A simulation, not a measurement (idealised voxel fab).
Name of the process module below: voxel wiring stack
In the cross-section labelled cut, the width is 220 nm and each square cell is 5 nm.
Heads up, the way a cross-section reads in here is a grid of square cells, handed over as bands from the top down, with every band being one or more rows of cells.
Band: top height; bottom height; in nm. Then, left to right: material with width in nm, for each material. "throughout": a single material spanning edge to edge. "blank": empty space.
For the purposes of this specification, 0 denotes the height below which the wafer in its as-received condition is composed wholly of one material, and the lowermost band, lacking a lower limit, extends downward without end, as expressed in "0 and below".
You'd read "30->40" like this: the band's top row of cells is as wide as the first number, its bottom row is as wide as the second, and going down, every row changes width by the same amount as the row before did.
"changes: none", as given for a step, is the statement that not any cell of the cross-section underwent a change during that step.
Each empty space that has no open way to the top and spans at least 8 cells appears under "Tabulated closed voids" as width x height at distance, the distance counted from the left edge, all in nm.
Read whatever lies past the settings on a step's line as the simulator's own remark about the step.
overlay nm: step with mask; distance mask lay right of planned place; negative value = left of planned place.
**The process steps that were planned are listed below**
| 1 | RECEIVE | material Si |
| 2 | CONFORMAL_DEP | material SiO2 | thk nm 10 |
| 3 | DIRECTIONAL_DEP | material TiN | thk nm 5 |
| 4 | DIRECTIONAL_DEP | material Ru | thk nm 20 |
| 5 | DIRECTIONAL_DEP | material aC | thk nm 10 |
| 6 | PATTERN | tone cover | mask id METAL_1 | material resist | width nm 30 | pitch nm 45 | thk nm 30 | overlay nm 0 |
| 7 | DIRECTIONAL_ETCH | etch materials aC | depth nm 10 |
| 8 | STRIP | etch materials resist |
| 9 | DIRECTIONAL_ETCH | etch materials Ru | depth nm 20 |
| 10 | DIRECTIONAL_ETCH | etch materials TiN | depth nm 5 |
| 11 | STRIP | etch materials aC |
| 12 | CONFORMAL_DEP | material SiCN | thk nm 5 |
| 13 | FILL_DEP | material SiO2 | thk nm 5 |
| 14 | CMP | height nm 35 |
| 15 | CONFORMAL_DEP | material SiCN | thk nm 5 |
| 16 | DIRECTIONAL_DEP | material lowk | thk nm 30 |
| 17 | DIRECTIONAL_DEP | material aC | thk nm 10 |
| 18 | PATTERN | tone open | mask id METAL_2_HOLES | material resist | width nm 15 | thk nm 25 | overlay nm 0 |
| 19 | DIRECTIONAL_ETCH | etch materials aC | depth nm 10 |
| 20 | STRIP | etch materials resist |
| 21 | DIRECTIONAL_ETCH | etch materials lowk | depth nm 30 |
| 22 | STRIP | etch materials aC |
| 23 | MASKED_ETCH | tone open | mask id METAL_2 | width nm 30 | pitch nm 45 | etch materials lowk | depth nm 15 | overlay nm 0 |
| 24 | MASKED_ETCH | tone open | mask id METAL_2 | width nm 30 | pitch nm 45 | etch materials SiCN | depth nm 5 | overlay nm 0 |
| 25 | CONFORMAL_DEP | material TiN | thk nm 5 |
| 26 | FILL_DEP | material Ru | thk nm 10 |
| 27 | CMP | height nm 70 |
| 28 | CONFORMAL_DEP | material SiCN | thk nm 5 |
| 29 | DIRECTIONAL_DEP | material lowk | thk nm 10 |
| 30 | PATTERN | tone open | mask id PLUG_2 | material resist | width nm 15 | thk nm 20 | overlay nm 0 |
| 31 | DIRECTIONAL_ETCH | etch materials lowk | depth nm 10 |
| 32 | DIRECTIONAL_ETCH | etch materials SiCN | depth nm 5 |
| 33 | STRIP | etch materials resist |
| 34 | CONFORMAL_DEP | material TiN | thk nm 5 |
| 35 | FILL_DEP | material W | thk nm 5 |
| 36 | CMP | height nm 85 |
| 37 | CONFORMAL_DEP | material SiCN | thk nm 5 |
| 38 | DIRECTIONAL_DEP | material SiO2 | thk nm 15 |
| 39 | PATTERN | tone open | mask id METAL_3 | material resist | width nm 30 | pitch nm 45 | thk nm 15 | overlay nm 0 |
| 40 | DIRECTIONAL_ETCH | etch materials SiO2 | depth nm 15 |
| 41 | DIRECTIONAL_ETCH | etch materials SiCN | depth nm 5 |
| 42 | STRIP | etch materials resist |
| 43 | CONFORMAL_DEP | material TiN | thk nm 5 |
| 44 | FILL_DEP | material Ru | thk nm 5 |
| 45 | CMP | height nm 105 |
| 46 | EPI | material Ru | thk nm 5 |
| 47 | FILL_DEP | material SiCN | thk nm 5 |
**Received-state cross-section, reflecting completion of step 1**
	0 and below | Si throughout
	Tabulated closed voids: none
**Run as planned - first of the two wafers cross-sectioned at the end of the module**
	115 down to 110 | SiCN throughout
	110 down to 105 | 65 of SiCN; 40 of Ru; 5 of SiCN; 40 of Ru; 70 of SiCN
	105 down to 90 | 70 of SiO2; 5 of TiN; 20 of Ru; 5 of TiN; 15 of SiO2; 5 of TiN; 20 of Ru; 5 of TiN; 75 of SiO2
	90 down to 85 | 70 of SiCN; 30 of TiN; 15 of SiCN; 30 of TiN; 75 of SiCN
	85 down to 75 | 70 of lowk; 5 of TiN; 5 of W; 5 of TiN; 135 of lowk
	75 down to 70 | 70 of SiCN; 15 of TiN; 135 of SiCN
	70 down to 60 | 70 of lowk; 5 of TiN; 20 of Ru; 5 of TiN; 15 of lowk; 5 of TiN; 20 of Ru; 5 of TiN; 75 of lowk
	60 down to 55 | 70 of lowk; 5 of TiN; 5 of Ru; 20 of TiN; 15 of lowk; 30 of TiN; 75 of lowk
	55 down to 40 | 70 of lowk; 5 of TiN; 5 of Ru; 5 of TiN; 135 of lowk
	40 down to 35 | 70 of SiCN; 15 of TiN; 135 of SiCN
	35 down to 15 | 65 of SiO2; 5 of SiCN; 30 of Ru; 5 of SiCN; 5 of SiO2; 5 of SiCN; 30 of Ru; 5 of SiCN; 70 of SiO2
	15 down to 10 | 70 of SiCN; 30 of TiN; 15 of SiCN; 30 of TiN; 75 of SiCN
	10 down to 0 | SiO2 throughout
	0 and below | Si throughout
	Tabulated closed voids: none
**Cross-sectional image of the second wafer of the two following completion of the module. Starting state and process plan were the same as for the first wafer; one execution error occurred**
	115 down to 110 | SiCN throughout
	110 down to 105 | 65 of SiCN; 40 of Ru; 5 of SiCN; 40 of Ru; 70 of SiCN
	105 down to 90 | 70 of SiO2; 5 of TiN; 20 of Ru; 5 of TiN; 15 of SiO2; 5 of TiN; 20 of Ru; 5 of TiN; 75 of SiO2
	90 down to 85 | 70 of SiCN; 30 of TiN; 15 of SiCN; 30 of TiN; 75 of SiCN
	85 down to 75 | 70 of lowk; 5 of TiN; 5 of W; 5 of TiN; 135 of lowk
	75 down to 70 | 70 of SiCN; 15 of TiN; 135 of SiCN
	70 down to 60 | 70 of lowk; 5 of TiN; 20 of SiCN; 5 of TiN; 15 of lowk; 5 of TiN; 20 of SiCN; 5 of TiN; 75 of lowk
	60 down to 55 | 70 of lowk; 5 of TiN; 5 of SiCN; 20 of TiN; 15 of lowk; 30 of TiN; 75 of lowk
	55 down to 40 | 70 of lowk; 5 of TiN; 5 of SiCN; 5 of TiN; 135 of lowk
	40 down to 35 | 70 of SiCN; 15 of TiN; 135 of SiCN
	35 down to 15 | 65 of SiO2; 5 of SiCN; 30 of Ru; 5 of SiCN; 5 of SiO2; 5 of SiCN; 30 of Ru; 5 of SiCN; 70 of SiO2
	15 down to 10 | 70 of SiCN; 30 of TiN; 15 of SiCN; 30 of TiN; 75 of SiCN
	10 down to 0 | SiO2 throughout
	0 and below | Si throughout
	Tabulated closed voids: none
Nonconformance to the process plan: step 26 was run on a setting that differed from the plan, and what really ran there is FILL_DEP | material SiCN | thk nm 10
at the end the second wafer has, in cells: -20 Ru, +20 SiCN
